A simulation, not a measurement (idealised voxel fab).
Presented below is a process module, voxel released beams.
Displayed cross-section: cut, width of 185 nm, square cells sized 5 nm.
This document writes a cross-section as a grid whose cells are square, and gives it as bands, listed from the top down; one or more rows of cells form a band.
First you get the band's top height and its bottom height, in nm, and then the materials it's made of, left to right, with each width in nm. If you see a single material with "edge to edge", that one covers the band edge to edge. "blank" is empty space.
Basically, 0 is our baseline, since under it the wafer straight out of the box is all one material. The bottom band has no lower end and keeps on going down, so it looks like "0 -> down".
The notation "30->40" denotes a width that varies across the rows of cells in the band, beginning at the first number in the top row, finishing at the second number in the bottom row, and changing by an identical amount from each row to the next.
Where the words "nothing different" appear for a step, the cross-section shows no cell changed by that step; every cell remained as before.
"Closed empty spaces": empty spaces of 8 cells or more with no open way to the top, each given as width x height at distance, distance from the left edge, all in nm.
The remark found on a step's line after its settings is issued by the simulator itself and pertains to that step.
overlay nm: on a step with a mask, how far right of its planned place the mask lay; negative means left.
Below is the list of planned process steps
1 op RECEIVE | material Si
2 op CONFORMAL_DEP | material Al2O3 | thk nm 10
3 op DIRECTIONAL_DEP | material SiO2 | thk nm 15
4 op DIRECTIONAL_DEP | material aC | thk nm 15
5 op PATTERN | tone open | mask id ANCHOR | material resist | width nm 40 | thk nm 35 | overlay nm 0
6 op DIRECTIONAL_ETCH | etch materials aC | depth nm 15
7 op STRIP | etch materials resist
8 op DIRECTIONAL_ETCH | etch materials SiO2 | depth nm 15
9 op STRIP | etch materials aC
10 op CONFORMAL_DEP | material W | thk nm 15
11 op MASKED_ETCH | tone cover | mask id BEAM | width nm 105 | etch materials W | depth nm 15 | overlay nm 0
12 op STRIP | etch materials SiO2
As received (post step 1): cross-section
0 -> down | Si edge to edge
Closed empty spaces: none
The first of the two wafers as seen in cross-section once the module was finished; processing followed the plan
40 -> 25 | blank: 35; W: 20; blank: 10; W: 75; blank: 45
25 -> 10 | blank: 40; W: 40; blank: 105
10 -> 0 | Al2O3 edge to edge
0 -> down | Si edge to edge
Closed empty spaces: none
Here's the second of our two wafers sectioned at module end. Same start as the first, same plan, but one mistake got made running it
30 -> 15 | blank: 35; W: 20; blank: 10; W: 75; blank: 45
15 -> 0 | blank: 40; W: 40; blank: 105
0 -> down | Si edge to edge
Closed empty spaces: none
It is concluded that the wafer was processed incorrectly with respect to the plan, in that step 2 of the plan was jumped over and never run
The final cell counts differ between the wafers, with the second having more or fewer of some materials than the first: Al2O3: 74 fewer
